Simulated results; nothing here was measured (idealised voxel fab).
You're looking at the process module voxel ribs on slabs.
Each square cell in cross-section cut measures 5 nm, and the section as a whole is 200 nm wide.
Reading order for cross-sections: top band down to bottom band. Underlying form: a grid of square cells. Band size: one or more rows of cells.
Heads up on the band format: heights come first, top then bottom, in nm. After that it's the materials left to right, each with its width in nm. A single material flagged "throughout" fills the whole band edge to edge, and "blank" means there's empty space there.
Height is counted from the level 0, under which the received wafer is composed throughout of one material. The lowest of the bands is not closed at the bottom but continues downward, in the notation "0 and below".
So if you see something like "30->40" for the width, read it as the top row of the band sitting at the first number and the bottom row at the second, with every row in between moving by the same amount as the last.
Reading "changes: none" for a step: not a cell of the cross-section changed in it.
In the "Enclosed cavity list" entry, you get each enclosed empty space of 8 cells or more, one with no open way to the top, written width x height at distance, distance from the left edge, in nm.
Post-settings text on a step line: simulator's own remark regarding the step.
overlay nm: where the mask lay relative to plan, measured to the right, on steps with a mask; negatives go left.
The planned process steps are enumerated hereunder:
1) RECEIVE: material Si
2) DIRECTIONAL_DEP: material SiO2, thk nm 30
3) DIRECTIONAL_DEP: material SiN, thk nm 25
4) MASKED_ETCH: tone cover, mask id RIB, width nm 20, etch materials SiN, depth nm 5, overlay nm 0
5) PATTERN: tone cover, mask id SLAB, material resist, width nm 80, thk nm 20, overlay nm 0
6) DIRECTIONAL_ETCH: etch materials SiN, depth nm 20
7) STRIP: etch materials resist
8) FILL_DEP: material SiO2, thk nm 15
9) CMP: height nm 65
10) DIRECTIONAL_DEP: material TiN, thk nm 10
11) MASKED_ETCH: tone cover, mask id HEATER, width nm 30, etch materials TiN, depth nm 10, overlay nm 0
12) CONFORMAL_DEP: material SiN, thk nm 10
As received (post step 1): cross-section:
- 0 and below | Si throughout
- Enclosed cavity list: none
The module was run from the start shown above using the plan shown above, but one mistake was made doing it; the resulting wafer cross-section is below:
- 85 down to 75 | 75 blank; 50 SiN; 75 blank
- 75 down to 65 | 85 SiN; 30 TiN; 85 SiN
- 65 down to 55 | SiO2 throughout
- 55 down to 50 | 60 SiO2; 30 SiN; 20 SiO2; 30 SiN; 60 SiO2
- 50 down to 35 | 60 SiO2; 80 SiN; 60 SiO2
- 35 down to 30 | SiN throughout
- 30 down to 0 | SiO2 throughout
- 0 and below | Si throughout
- Enclosed cavity list: none
Heads up, the wafer didn't run the way we planned it: step 4 ran with different settings than intended, the actual operation and settings being MASKED_ETCH: tone open, mask id RIB, width nm 20, etch materials SiN, depth nm 5, overlay nm 0
